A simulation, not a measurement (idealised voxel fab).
The following process module bears the name voxel wiring stack.
FYI the section here is cut, 235 nm wide, cells are 5 nm squares.
For the purposes of this document, a cross-section shall be understood as a grid of square cells, specified as bands listed in top-to-bottom order, each band consisting of one or more rows of cells. Band: top and bottom heights (nm) first, top before bottom; then materials from left to right, widths in nm. "full width" marks a sole material filling the band edge to edge. "air" denotes empty space. Heights from 0 (as-received wafer is one material below). Bottom band endless downward, as "0 and below". Width: "30->40" (first number = top row, second number = bottom row, same change from row to row of cells). You'll sometimes find "no alteration" written for a step, and that's the way of saying that nowhere in the cross-section did a cell change during that step. "Enclosed void catalog" - sealed voids, min. 8 cells, no opening to top; format: width x height at distance (distance from left edge; nm throughout). Whatever follows a step's settings on its line is a remark the simulator itself makes about that step. A step line may carry the setting "overlay nm", which, for steps involving a mask, states the distance by which the mask lay to the right of its intended position; negative values denote displacement to the left.
Intended process steps
| 1 | RECEIVE,material Si |
| 2 | CONFORMAL_DEP,material SiO2,thk nm 15 |
| 3 | CONFORMAL_DEP,material SiCN,thk nm 5 |
| 4 | DIRECTIONAL_DEP,material SiO2,thk nm 20 |
| 5 | PATTERN,tone open,mask id METAL_1,material resist,width nm 20,pitch nm 40,thk nm 20,overlay nm 0 |
| 6 | DIRECTIONAL_ETCH,etch materials SiO2,depth nm 20 |
| 7 | DIRECTIONAL_ETCH,etch materials SiCN,depth nm 5 |
| 8 | STRIP,etch materials resist |
| 9 | CONFORMAL_DEP,material TiN,thk nm 5 |
| 10 | FILL_DEP,material Ru,thk nm 10 |
| 11 | CMP,height nm 40 |
| 12 | EPI,material Ru,thk nm 5 |
| 13 | FILL_DEP,material SiCN,thk nm 5 |
| 14 | DIRECTIONAL_DEP,material lowk,thk nm 35 |
| 15 | DIRECTIONAL_DEP,material aC,thk nm 10 |
| 16 | PATTERN,tone open,mask id METAL_2,material resist,width nm 20,pitch nm 40,thk nm 25,overlay nm 0 |
| 17 | DIRECTIONAL_ETCH,etch materials aC,depth nm 10 |
| 18 | STRIP,etch materials resist |
| 19 | DIRECTIONAL_ETCH,etch materials lowk,depth nm 20 |
| 20 | STRIP,etch materials aC |
| 21 | PATTERN,tone open,mask id METAL_2_HOLES,material resist,width nm 15,pitch nm 80,thk nm 20,overlay nm 0 |
| 22 | DIRECTIONAL_ETCH,etch materials lowk,depth nm 15 |
| 23 | DIRECTIONAL_ETCH,etch materials SiCN,depth nm 5 |
| 24 | STRIP,etch materials resist |
| 25 | CONFORMAL_DEP,material TiN,thk nm 5 |
| 26 | FILL_DEP,material Cu,thk nm 5 |
| 27 | CMP,height nm 85 |
| 28 | CONFORMAL_DEP,material SiCN,thk nm 5 |
| 29 | DIRECTIONAL_DEP,material lowk,thk nm 10 |
| 30 | MASKED_ETCH,tone open,mask id PLUG_2,width nm 15,pitch nm 40,etch materials lowk,depth nm 10,overlay nm 0 |
| 31 | MASKED_ETCH,tone open,mask id PLUG_2,width nm 15,pitch nm 40,etch materials SiCN,depth nm 5,overlay nm 0 |
| 32 | CONFORMAL_DEP,material TiN,thk nm 5 |
| 33 | FILL_DEP,material Ru,thk nm 10 |
| 34 | CMP,height nm 100 |
| 35 | DIRECTIONAL_DEP,material TiN,thk nm 5 |
| 36 | DIRECTIONAL_DEP,material Ru,thk nm 15 |
| 37 | MASKED_ETCH,tone cover,mask id METAL_3,width nm 20,pitch nm 40,etch materials Ru,depth nm 15,overlay nm 0 |
| 38 | MASKED_ETCH,tone cover,mask id METAL_3,width nm 20,pitch nm 40,etch materials TiN,depth nm 5,overlay nm 0 |
| 39 | FILL_DEP,material SiO2,thk nm 10 |
| 40 | CMP,height nm 120 |
| 41 | CONFORMAL_DEP,material SiCN,thk nm 5 |
| 42 | DIRECTIONAL_DEP,material lowk,thk nm 10 |
| 43 | DIRECTIONAL_DEP,material aC,thk nm 15 |
| 44 | PATTERN,tone open,mask id PLUG_3,material resist,width nm 15,pitch nm 80,thk nm 35,overlay nm 0 |
| 45 | DIRECTIONAL_ETCH,etch materials aC,depth nm 15 |
| 46 | STRIP,etch materials resist |
| 47 | DIRECTIONAL_ETCH,etch materials lowk,depth nm 10 |
| 48 | DIRECTIONAL_ETCH,etch materials SiCN,depth nm 5 |
| 49 | STRIP,etch materials aC |
| 50 | CONFORMAL_DEP,material TiN,thk nm 5 |
| 51 | FILL_DEP,material Ru,thk nm 10 |
| 52 | CMP,height nm 135 |
| 53 | CONFORMAL_DEP,material SiCN,thk nm 5 |
| 54 | DIRECTIONAL_DEP,material SiO2,thk nm 15 |
| 55 | PATTERN,tone open,mask id METAL_4,material resist,width nm 20,pitch nm 40,thk nm 15,overlay nm 0 |
| 56 | DIRECTIONAL_ETCH,etch materials SiO2,depth nm 15 |
| 57 | DIRECTIONAL_ETCH,etch materials SiCN,depth nm 5 |
| 58 | STRIP,etch materials resist |
| 59 | CONFORMAL_DEP,material TiN,thk nm 5 |
| 60 | FILL_DEP,material Cu,thk nm 5 |
| 61 | CMP,height nm 155 |
| 62 | CONFORMAL_DEP,material SiN,thk nm 5 |
Wafer cross-section on receipt, i.e. after step 1
* 0 and below = Si full width
* Enclosed void catalog: none
The cross-section shown corresponds to the wafer at the conclusion of the module. The initial structure and the process plan are those presented above; however, one mistake occurred in executing the plan
* 160 down to 155 = SiN full width
* 155 down to 140 = SiO2 (45), then TiN (5), then Cu (10), then TiN (5), then SiO2 (20), then TiN (5), then Cu (10), then TiN (5), then SiO2 (20), then TiN (5), then Cu (10), then TiN (5), then SiO2 (20), then TiN (5), then Cu (10), then TiN (5), then SiO2 (50)
* 140 down to 135 = SiCN (45), then TiN (20), then SiCN (20), then TiN (20), then SiCN (20), then TiN (20), then SiCN (20), then TiN (20), then SiCN (50)
* 135 down to 125 = lowk (45), then TiN (5), then Ru (5), then TiN (5), then lowk (65), then TiN (5), then Ru (5), then TiN (5), then lowk (95)
* 125 down to 120 = SiCN (45), then TiN (15), then SiCN (65), then TiN (15), then SiCN (95)
* 120 down to 105 = SiO2 (45), then Ru (20), then SiO2 (20), then Ru (20), then SiO2 (20), then Ru (20), then SiO2 (20), then Ru (20), then SiO2 (50)
* 105 down to 100 = SiO2 (45), then TiN (20), then SiO2 (20), then TiN (20), then SiO2 (20), then TiN (20), then SiO2 (20), then TiN (20), then SiO2 (50)
* 100 down to 90 = lowk (45), then TiN (5), then Ru (5), then TiN (5), then lowk (25), then TiN (5), then Ru (5), then TiN (5), then lowk (25), then TiN (5), then Ru (5), then TiN (5), then lowk (25), then TiN (5), then Ru (5), then TiN (5), then lowk (55)
* 90 down to 85 = SiCN (45), then TiN (15), then SiCN (25), then TiN (15), then SiCN (25), then TiN (15), then SiCN (25), then TiN (15), then SiCN (55)
* 85 down to 75 = lowk (45), then TiN (5), then Cu (10), then TiN (5), then lowk (25), then TiN (5), then Cu (5), then TiN (5), then lowk (20), then TiN (5), then Cu (10), then TiN (5), then lowk (25), then TiN (5), then Cu (5), then TiN (5), then lowk (50)
* 75 down to 70 = lowk (45), then TiN (10), then Cu (5), then TiN (5), then lowk (25), then TiN (5), then Cu (5), then TiN (5), then lowk (20), then TiN (10), then Cu (5), then TiN (5), then lowk (25), then TiN (5), then Cu (5), then TiN (5), then lowk (50)
* 70 down to 65 = lowk (50), then TiN (15), then lowk (25), then TiN (15), then lowk (25), then TiN (15), then lowk (25), then TiN (15), then lowk (50)
* 65 down to 50 = lowk (50), then TiN (10), then lowk (70), then TiN (10), then lowk (95)
* 50 down to 45 = SiCN (50), then TiN (10), then SiCN (70), then TiN (10), then SiCN (95)
* 45 down to 40 = SiCN (40), then Ru (30), then SiCN (10), then Ru (30), then SiCN (10), then Ru (30), then SiCN (10), then Ru (30), then SiCN (45)
* 40 down to 20 = SiO2 (45), then TiN (5), then Ru (10), then TiN (5), then SiO2 (20), then TiN (5), then Ru (10), then TiN (5), then SiO2 (20), then TiN (5), then Ru (10), then TiN (5), then SiO2 (20), then TiN (5), then Ru (10), then TiN (5), then SiO2 (50)
* 20 down to 15 = SiCN (45), then TiN (20), then SiCN (20), then TiN (20), then SiCN (20), then TiN (20), then SiCN (20), then TiN (20), then SiCN (50)
* 15 down to 0 = SiO2 full width
* 0 and below = Si full width
* Enclosed void catalog: none
Error vs. plan: step 16 was run on a setting that differed from the plan, and what really ran there is PATTERN,tone open,mask id METAL_2,material resist,width nm 15,pitch nm 40,thk nm 25,overlay nm 0
